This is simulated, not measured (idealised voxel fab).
Name of the process module below: voxel trench capacitor
Cross-sectional view cut (width: 200 nm; square cell size: 5 nm).
Format of a cross-section: grid, square cells. Given as bands. Order: top down. Band: one or more rows of cells.
Band: top and bottom heights (nm) first, top before bottom; then materials from left to right, widths in nm. "throughout" marks a sole material filling the band edge to edge. "empty" denotes empty space.
Convention: height 0 is the level below which the wafer, as received, is all one material. The lowest band does not terminate at the bottom but continues downward, represented as "0 and below".
Note: "30..40" means the width goes from the first number (top row of the band) to the second number (bottom row) in equal steps per row of cells.
"nothing altered" after a step means that no cell of the cross-section changed.
"Enclosed void inventory": sealed empty spaces, 8 cells or more, no open way to top, listed width x height at distance, with distance from the left edge and width, height and distance in nm.
The remark found on a step's line after its settings is issued by the simulator itself and pertains to that step.
What "overlay nm" on a step's line means: if the step has a mask, that mask lay this far to the right of its planned place, or, when the value is negative, to the left.

**List of planned process steps**
step 1: RECEIVE (material Si)
step 2: CONFORMAL_DEP (material SiN; thk nm 5)
step 3: PATTERN (tone open; mask id TRENCH; material resist; width nm 30; pitch nm 45; thk nm 15; overlay nm 0)
step 4: DIRECTIONAL_ETCH (etch materials SiN; depth nm 5)
step 5: DIRECTIONAL_ETCH (etch materials Si; depth nm 35)
step 6: STRIP (etch materials resist)
step 7: CONFORMAL_DEP (material Al2O3; thk nm 5)
step 8: CONFORMAL_DEP (material TiN; thk nm 5)
step 9: FILL_DEP (material W; thk nm 5)
step 10: CMP (height nm 5)

**Incoming wafer, cross-sectional view, post step 1**
> 0 and below | Si throughout
> Enclosed void inventory: none

**Post-module cross-section of the first of two wafers (run per plan)**
> 5 down to 0 | SiN: 60  Al2O3: 5  TiN: 5  W: 10  TiN: 5  Al2O3: 5  SiN: 15  Al2O3: 5  TiN: 5  W: 10  TiN: 5  Al2O3: 5  SiN: 65
> 0 down to -25 | Si: 60  Al2O3: 5  TiN: 5  W: 10  TiN: 5  Al2O3: 5  Si: 15  Al2O3: 5  TiN: 5  W: 10  TiN: 5  Al2O3: 5  Si: 65
> -25 down to -30 | Si: 60  Al2O3: 5  TiN: 20  Al2O3: 5  Si: 15  Al2O3: 5  TiN: 20  Al2O3: 5  Si: 65
> -30 down to -35 | Si: 60  Al2O3: 30  Si: 15  Al2O3: 30  Si: 65
> -35 and below | Si throughout
> Enclosed void inventory: none

**Cross-sectional view: second of two wafers, end of module; start and plan identical to the first, one mistake in running**
> 5 down to 0 | SiN: 60  TiN: 5  Al2O3: 5  W: 10  Al2O3: 5  TiN: 5  SiN: 15  TiN: 5  Al2O3: 5  W: 10  Al2O3: 5  TiN: 5  SiN: 65
> 0 down to -25 | Si: 60  TiN: 5  Al2O3: 5  W: 10  Al2O3: 5  TiN: 5  Si: 15  TiN: 5  Al2O3: 5  W: 10  Al2O3: 5  TiN: 5  Si: 65
> -25 down to -30 | Si: 60  TiN: 5  Al2O3: 20  TiN: 5  Si: 15  TiN: 5  Al2O3: 20  TiN: 5  Si: 65
> -30 down to -35 | Si: 60  TiN: 30  Si: 15  TiN: 30  Si: 65
> -35 and below | Si throughout
> Enclosed void inventory: none
Run error: steps 7 and 8 of the plan were run in the wrong order, each in the other's place
Once processing is complete, comparing cell counts shows that the second wafer has more or fewer of certain materials than the first: 8 fewer of Al2O3 | 8 more of TiN
